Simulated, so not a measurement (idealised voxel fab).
Process module, titled voxel ribs on slabs
Section shown: cut. Width: 180 nm. Cell size: 5 nm, square.
Cross-sections here: square-cell grids, written as top-down lists of bands, a band being one or more rows of cells. Look at the band entry: it leads with the top's height and the bottom's height in nm. Then it lists the materials left to right, with a width in nm for each. The word "everywhere" on a single material says that material fills the band edge to edge. The word "air" is empty space. Height is counted from the level 0, under which the received wafer is composed throughout of one material. The lowest of the bands is not closed at the bottom but continues downward, in the notation "from 0 down". Width: "30 to 40" (first number = top row, second number = bottom row, same change from row to row of cells). Reading "everything unchanged" for a step: not a cell of the cross-section changed in it. The label "Closed voids list" introduces a list of the empty spaces, 8 cells or larger, that have no open way up to the top; each entry in it reads width x height at distance, where the distance is taken from the left edge and all three are stated in nm. The remark found on a step's line after its settings is issued by the simulator itself and pertains to that step. overlay nm: for a step with a mask, the amount by which the mask lay right of where it was planned; a negative amount means left of it.

Steps planned for the process
1. RECEIVE with material Si
2. DIRECTIONAL_DEP with material SiO2, thk nm 20
3. DIRECTIONAL_DEP with material SiN, thk nm 15
4. DIRECTIONAL_DEP with material aC, thk nm 15
5. PATTERN with tone cover, mask id RIB, material resist, width nm 20, thk nm 35, overlay nm 0
6. DIRECTIONAL_ETCH with etch materials aC, depth nm 15
7. STRIP with etch materials resist
8. DIRECTIONAL_ETCH with etch materials SiN, depth nm 5
9. STRIP with etch materials aC
10. DIRECTIONAL_DEP with material aC, thk nm 10
11. PATTERN with tone cover, mask id SLAB, material resist, width nm 60, thk nm 30, overlay nm 0
12. DIRECTIONAL_ETCH with etch materials aC, depth nm 10
13. STRIP with etch materials resist
14. DIRECTIONAL_ETCH with etch materials SiN, depth nm 10
15. STRIP with etch materials aC
16. FILL_DEP with material SiO2, thk nm 20
17. CMP with height nm 50
18. DIRECTIONAL_DEP with material TiN, thk nm 10
19. DIRECTIONAL_DEP with material aC, thk nm 15
20. PATTERN with tone cover, mask id HEATER, material resist, width nm 30, thk nm 35, overlay nm 0
21. DIRECTIONAL_ETCH with etch materials aC, depth nm 15
22. STRIP with etch materials resist
23. DIRECTIONAL_ETCH with etch materials TiN, depth nm 10
24. STRIP with etch materials aC
25. CONFORMAL_DEP with material SiO2, thk nm 10

Cross-sectional view of the wafer in its as-received condition, corresponding to the state after step 1
	from 0 down: Si everywhere
	Closed voids list: none

Cross-section at module end, one run error; start and plan unchanged from above
	from 60 to 50: air 75 / TiN 30 / air 75
	from 50 to 35: SiO2 everywhere
	from 35 to 30: SiO2 80 / SiN 20 / SiO2 80
	from 30 to 20: SiO2 60 / SiN 60 / SiO2 60
	from 20 to 0: SiO2 everywhere
	from 0 down: Si everywhere
	Closed voids list: none
What was the processing mistake? step 25 of the plan was jumped over and never run
